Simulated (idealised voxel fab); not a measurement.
The following is a process module called voxel spacer lines.
It is cross-section cut that appears here, measuring 240 nm in width, its square cells being 5 nm in size.
In what follows, cross-sections appear as grids of square cells, described through bands that run from the top down, where every band is one or more rows of cells. The band entry comprises the height of the band's top followed by the height of its bottom, expressed in nm, and subsequently the band's materials from left to right, each stated together with its width in nm. Where a single material is marked with the word "throughout", that material fills the band from edge to edge. The word "empty" represents empty space. All heights in this document are referenced to 0, defined as the level beneath which the wafer, as received, consists entirely of one material. The lowest band is not bounded below; it extends indefinitely downward and is written in the form "0 -> down". Read "30 to 40" as a graded width: first number on top, second number at the bottom, same change between each pair of neighbouring rows. No cell of the cross-section changed in a step that is given as "identical to before". In "Closed void table" the enclosed voids are listed, meaning empty spaces of 8 cells or larger without any opening to the top. The form is width x height at distance, distance from the left edge, units nm. On each step's line, the part that comes after the settings is the simulator's own comment on the step. "overlay nm" denotes, for a step that has a mask, the displacement of the mask to the right of its planned place, with negative values corresponding to the left.
The steps planned for the process are as follows:
1) RECEIVE,material Si
2) CONFORMAL_DEP,material Al2O3,thk nm 10
3) DIRECTIONAL_DEP,material polySi,thk nm 15
4) DIRECTIONAL_DEP,material aC,thk nm 25
5) PATTERN,tone cover,mask id MANDREL,material resist,width nm 25,pitch nm 70,thk nm 30,overlay nm 0
6) DIRECTIONAL_ETCH,etch materials aC,depth nm 25
7) STRIP,etch materials resist
8) CONFORMAL_DEP,material SiN,thk nm 10
9) DIRECTIONAL_ETCH,etch materials SiN,depth nm 10
10) STRIP,etch materials aC
11) DIRECTIONAL_ETCH,etch materials polySi,depth nm 15
12) STRIP,etch materials SiN
First wafer out of two, processed as planned:
As-received wafer cross-section (after step 1):
  0 -> down  Si throughout
  Closed void table: none
Cross-section of the wafer after step 2:
  10 -> 0  Al2O3 throughout
  below 0: unchanged
Cross-section of the wafer after step 3:
  25 -> 10  polySi throughout
  below 10: unchanged
Cross-section of the wafer after step 4:
  50 -> 25  aC throughout
  below 25: unchanged
Cross-section of the wafer after step 5:
  80 -> 50  empty: 70, then resist: 25, then empty: 45, then resist: 25, then empty: 75
  below 50: unchanged
Cross-section of the wafer after step 6:
  55 -> 50  empty: 70, then resist: 25, then empty: 45, then resist: 25, then empty: 75
  50 -> 25  empty: 70, then aC: 25, then empty: 45, then aC: 25, then empty: 75
  below 25: unchanged
Cross-section of the wafer after step 7:
  50 -> 25  empty: 70, then aC: 25, then empty: 45, then aC: 25, then empty: 75
  below 25: unchanged
Cross-section of the wafer after step 8:
  60 -> 50  empty: 60, then SiN: 45, then empty: 25, then SiN: 45, then empty: 65
  50 -> 35  empty: 60, then SiN: 10, then aC: 25, then SiN: 10, then empty: 25, then SiN: 10, then aC: 25, then SiN: 10, then empty: 65
  35 -> 25  SiN: 70, then aC: 25, then SiN: 45, then aC: 25, then SiN: 75
  below 25: unchanged
Cross-section of the wafer after step 9:
  50 -> 25  empty: 60, then SiN: 10, then aC: 25, then SiN: 10, then empty: 25, then SiN: 10, then aC: 25, then SiN: 10, then empty: 65
  below 25: unchanged
Cross-section of the wafer after step 10:
  50 -> 25  empty: 60, then SiN: 10, then empty: 25, then SiN: 10, then empty: 25, then SiN: 10, then empty: 25, then SiN: 10, then empty: 65
  below 25: unchanged
Cross-section of the wafer after step 11:
  50 -> 25  empty: 60, then SiN: 10, then empty: 25, then SiN: 10, then empty: 25, then SiN: 10, then empty: 25, then SiN: 10, then empty: 65
  25 -> 10  empty: 60, then polySi: 10, then empty: 25, then polySi: 10, then empty: 25, then polySi: 10, then empty: 25, then polySi: 10, then empty: 65
  below 10: unchanged
Cross-section of the wafer after step 12:
  25 -> 10  empty: 60, then polySi: 10, then empty: 25, then polySi: 10, then empty: 25, then polySi: 10, then empty: 25, then polySi: 10, then empty: 65
  below 10: unchanged
Wafer two: like wafer one in start and plan, but with one mistake in execution; identical up to and including step 2:
Cross-section of the second wafer corresponding to the planned conclusion of step 3:
  40 -> 10  polySi throughout
  below 10: unchanged
Cross-section of the second wafer corresponding to the planned conclusion of step 4:
  65 -> 40  aC throughout
  below 40: unchanged
Cross-section of the second wafer corresponding to the planned conclusion of step 5:
  95 -> 65  empty: 70, then resist: 25, then empty: 45, then resist: 25, then empty: 75
  below 65: unchanged
Cross-section of the second wafer corresponding to the planned conclusion of step 6:
  70 -> 65  empty: 70, then resist: 25, then empty: 45, then resist: 25, then empty: 75
  65 -> 40  empty: 70, then aC: 25, then empty: 45, then aC: 25, then empty: 75
  below 40: unchanged
Cross-section of the second wafer corresponding to the planned conclusion of step 7:
  65 -> 40  empty: 70, then aC: 25, then empty: 45, then aC: 25, then empty: 75
  below 40: unchanged
Cross-section of the second wafer corresponding to the planned conclusion of step 8:
  75 -> 65  empty: 60, then SiN: 45, then empty: 25, then SiN: 45, then empty: 65
  65 -> 50  empty: 60, then SiN: 10, then aC: 25, then SiN: 10, then empty: 25, then SiN: 10, then aC: 25, then SiN: 10, then empty: 65
  50 -> 40  SiN: 70, then aC: 25, then SiN: 45, then aC: 25, then SiN: 75
  below 40: unchanged
Cross-section of the second wafer corresponding to the planned conclusion of step 9:
  65 -> 40  empty: 60, then SiN: 10, then aC: 25, then SiN: 10, then empty: 25, then SiN: 10, then aC: 25, then SiN: 10, then empty: 65
  below 40: unchanged
Cross-section of the second wafer corresponding to the planned conclusion of step 10:
  65 -> 40  empty: 60, then SiN: 10, then empty: 25, then SiN: 10, then empty: 25, then SiN: 10, then empty: 25, then SiN: 10, then empty: 65
  below 40: unchanged
Cross-section of the second wafer corresponding to the planned conclusion of step 11:
  65 -> 40  empty: 60, then SiN: 10, then empty: 25, then SiN: 10, then empty: 25, then SiN: 10, then empty: 25, then SiN: 10, then empty: 65
  40 -> 25  empty: 60, then polySi: 10, then empty: 25, then polySi: 10, then empty: 25, then polySi: 10, then empty: 25, then polySi: 10, then empty: 65
  below 25: unchanged
Cross-section of the second wafer corresponding to the planned conclusion of step 12:
  40 -> 25  empty: 60, then polySi: 10, then empty: 25, then polySi: 10, then empty: 25, then polySi: 10, then empty: 25, then polySi: 10, then empty: 65
  below 25: unchanged
Heads up, the wafer didn't run the way we planned it: step 3 was run twice
End of process, cell counts, second wafer against first, materials with more or fewer: 144 more of polySi
